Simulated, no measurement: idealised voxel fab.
This section sets out a process module, namely voxel local oxidation.
This is section cut - it's 190 nm across, gridded in 5 nm square cells.
How to read a cross-section here: the picture is a grid of square cells, written as bands going from the top down, and any band can span one or more rows of cells.
Heads up on the band format: heights come first, top then bottom, in nm. After that it's the materials left to right, each with its width in nm. A single material flagged "full width" fills the whole band edge to edge, and "air" means there's empty space there.
Height is counted from the level 0, under which the received wafer is composed throughout of one material. The lowest of the bands is not closed at the bottom but continues downward, in the notation "0 and below".
So if you see something like "30 to 40" for the width, read it as the top row of the band sitting at the first number and the bottom row at the second, with every row in between moving by the same amount as the last.
"changes: none" (step): cross-section cells unchanged, all of them.
In "Voids, enclosed" the enclosed voids are listed, meaning empty spaces of 8 cells or larger without any opening to the top. The form is width x height at distance, distance from the left edge, units nm.
Read whatever lies past the settings on a step's line as the simulator's own remark about the step.
The line of a step may include "overlay nm". On a step with a mask, this value is how far to the right of its planned place the mask lay. A negative value means the mask lay to the left.
Steps in the process plan
| 1 | RECEIVE,material Si |
| 2 | OXIDIZE,depth nm 5 |
| 3 | CONFORMAL_DEP,material SiN,thk nm 15 |
| 4 | MASKED_ETCH,tone cover,mask id ACTIVE,width nm 90,etch materials SiN,depth nm 15,overlay nm 0 |
| 5 | SELECTIVE_ETCH,etch materials SiO2,depth nm 5 |
| 6 | OXIDIZE,depth nm 10 |
| 7 | STRIP,etch materials SiN |
Received-state cross-section, reflecting completion of step 1
* 0 and below = Si full width
* Voids, enclosed: none
Looking at the first of two wafers in cross-section at end of module - ran to plan
* 0 down to -5 = 55 air; 80 SiO2; 55 air
* -5 down to -15 = 65 SiO2; 60 Si; 65 SiO2
* -15 and below = Si full width
* Voids, enclosed: none
Wafer two (of two), end-of-module cross-section: start = wafer one, plan = wafer one, one run mistake
* -5 down to -15 = 65 air; 60 Si; 65 air
* -15 and below = Si full width
* Voids, enclosed: none
Want to know what went wrong? for step 7, the planned setting was not used; the step was instead run as STRIP,etch materials SiO2
Final wafer comparison in cells, second versus first, more or fewer per material: SiO2: 68 fewer
